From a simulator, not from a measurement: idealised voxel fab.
process module | voxel transistor to metal
cross-section cut | 160 nm wide | cells 5 nm
A cross-section is a grid of square cells, given in bands from the top down. A band is one or more rows of cells.
Each band's line starts with the height of the band's top and of its bottom, in nm. Then come its materials from left to right, each with its width in nm. One material with "throughout" fills the band from edge to edge. "air" is empty space.
Height 0 is the level under which the wafer as received is all one material. The lowest band goes on downwards, as in "0 down".
A width such as "30 to 40" changes by the same amount from each row of cells to the next, from the band's top row to its bottom row.
"no change" after a step means that no cell of the cross-section changed.
closed voids: empty space of 8 cells or more with no open way to the top, each as width x height at its distance from the left edge, in nm
after a step's settings: what the simulator itself notes on the step
overlay nm, on a step with a mask: how far to the right of its planned place the mask lay; to the left if negative
plan
1 op RECEIVE | material Si
2 op CONFORMAL_DEP | material SiO2 | thk nm 5
3 op CONFORMAL_DEP | material SiN | thk nm 10
4 op PATTERN | tone cover | mask id ACTIVE | material resist | width nm 125 | thk nm 20 | overlay nm 0
5 op DIRECTIONAL_ETCH | etch materials SiN | depth nm 10
6 op DIRECTIONAL_ETCH | etch materials SiO2 | depth nm 5
7 op DIRECTIONAL_ETCH | etch materials Si | depth nm 35
8 op STRIP | etch materials resist
9 op FILL_DEP | material SiO2 | thk nm 15
10 op CMP | height nm 15
11 op SELECTIVE_ETCH | etch materials SiO2 | depth nm 5
12 op STRIP | etch materials SiN
13 op SELECTIVE_ETCH | etch materials SiO2 | depth nm 5
14 op OXIDIZE | depth nm 5
15 op DIRECTIONAL_DEP | material polySi | thk nm 20
16 op DIRECTIONAL_DEP | material SiCN | thk nm 10
17 op PATTERN | tone cover | mask id GATE | material resist | width nm 35 | thk nm 15 | overlay nm 0
18 op DIRECTIONAL_ETCH | etch materials SiCN | depth nm 20
19 op DIRECTIONAL_ETCH | etch materials polySi | depth nm 30
20 op STRIP | etch materials resist
21 op CONFORMAL_DEP | material SiO2 | thk nm 5
22 op DIRECTIONAL_ETCH | etch materials SiO2 | depth nm 5
23 op CONFORMAL_DEP | material SiN | thk nm 5
24 op DIRECTIONAL_ETCH | etch materials SiN | depth nm 5
25 op DIRECTIONAL_ETCH | etch materials SiO2 | depth nm 5
26 op DIRECTIONAL_ETCH | etch materials Si | depth nm 5
27 op EPI | material SiGe | thk nm 5
28 op FILL_DEP | material SiO2 | thk nm 5
29 op CMP | height nm 20
30 op STRIP | etch materials polySi
31 op SELECTIVE_ETCH | etch materials SiO2 | depth nm 5
32 op CONFORMAL_DEP | material HfO2 | thk nm 5
33 op CONFORMAL_DEP | material TiN | thk nm 5
34 op FILL_DEP | material W | thk nm 5
35 op CMP | height nm 15
36 op DIRECTIONAL_DEP | material SiO2 | thk nm 15
37 op MASKED_ETCH | tone open | mask id CONTACT | width nm 20 | pitch nm 85 | etch materials SiO2 | depth nm 35 | overlay nm 0
38 op CONFORMAL_DEP | material TiN | thk nm 5
39 op FILL_DEP | material Ru | thk nm 5
40 op CMP | height nm 30
41 op CONFORMAL_DEP | material SiN | thk nm 5
42 op DIRECTIONAL_DEP | material lowk | thk nm 20
43 op PATTERN | tone open | mask id METAL_1 | material resist | width nm 20 | pitch nm 85 | thk nm 20 | overlay nm 0
44 op DIRECTIONAL_ETCH | etch materials lowk | depth nm 20
45 op DIRECTIONAL_ETCH | etch materials SiN | depth nm 5
46 op STRIP | etch materials resist
47 op CONFORMAL_DEP | material TiN | thk nm 5
48 op FILL_DEP | material Ru | thk nm 5
49 op CMP | height nm 55
50 op CONFORMAL_DEP | material SiCN | thk nm 5
51 op DIRECTIONAL_DEP | material SiO2 | thk nm 30
52 op PATTERN | tone open | mask id METAL_2_HOLES | material resist | width nm 15 | pitch nm 85 | thk nm 20 | overlay nm 0
53 op DIRECTIONAL_ETCH | etch materials SiO2 | depth nm 30
54 op STRIP | etch materials resist
55 op PATTERN | tone open | mask id METAL_2 | material resist | width nm 15 | pitch nm 85 | thk nm 15 | overlay nm 0
56 op DIRECTIONAL_ETCH | etch materials SiO2 | depth nm 15
57 op DIRECTIONAL_ETCH | etch materials SiCN | depth nm 5
58 op STRIP | etch materials resist
59 op CONFORMAL_DEP | material TiN | thk nm 5
60 op FILL_DEP | material Cu | thk nm 10
61 op CMP | height nm 90
62 op CONFORMAL_DEP | material SiN | thk nm 5
varied across the wafers: width nm of step 55. The plan shows the first wafer's value. All wafers start alike
first wafer as received, after step 1
  0 down: Si throughout
  closed voids: none
each wafer at the end: cells of each material gained (+) or lost (-) since it was received, then its closed voids
width nm 15 | +14 Cu | +15 HfO2 | +40 Ru | -86 Si | +28 SiCN | +16 SiGe | +64 SiN | +312 SiO2 | +99 TiN | +10 W | +96 lowk | closed voids: none
width nm 20 | +16 Cu | +15 HfO2 | +40 Ru | -86 Si | +26 SiCN | +16 SiGe | +64 SiN | +312 SiO2 | +99 TiN | +10 W | +96 lowk | closed voids: none
width nm 25 | +20 Cu | +15 HfO2 | +40 Ru | -86 Si | +26 SiCN | +16 SiGe | +64 SiN | +306 SiO2 | +101 TiN | +10 W | +96 lowk | closed voids: none
width nm 30 | +24 Cu | +15 HfO2 | +40 Ru | -86 Si | +26 SiCN | +16 SiGe | +64 SiN | +300 SiO2 | +103 TiN | +10 W | +96 lowk | closed voids: none
width nm 35 | +28 Cu | +15 HfO2 | +40 Ru | -86 Si | +26 SiCN | +16 SiGe | +64 SiN | +294 SiO2 | +105 TiN | +10 W | +96 lowk | closed voids: none
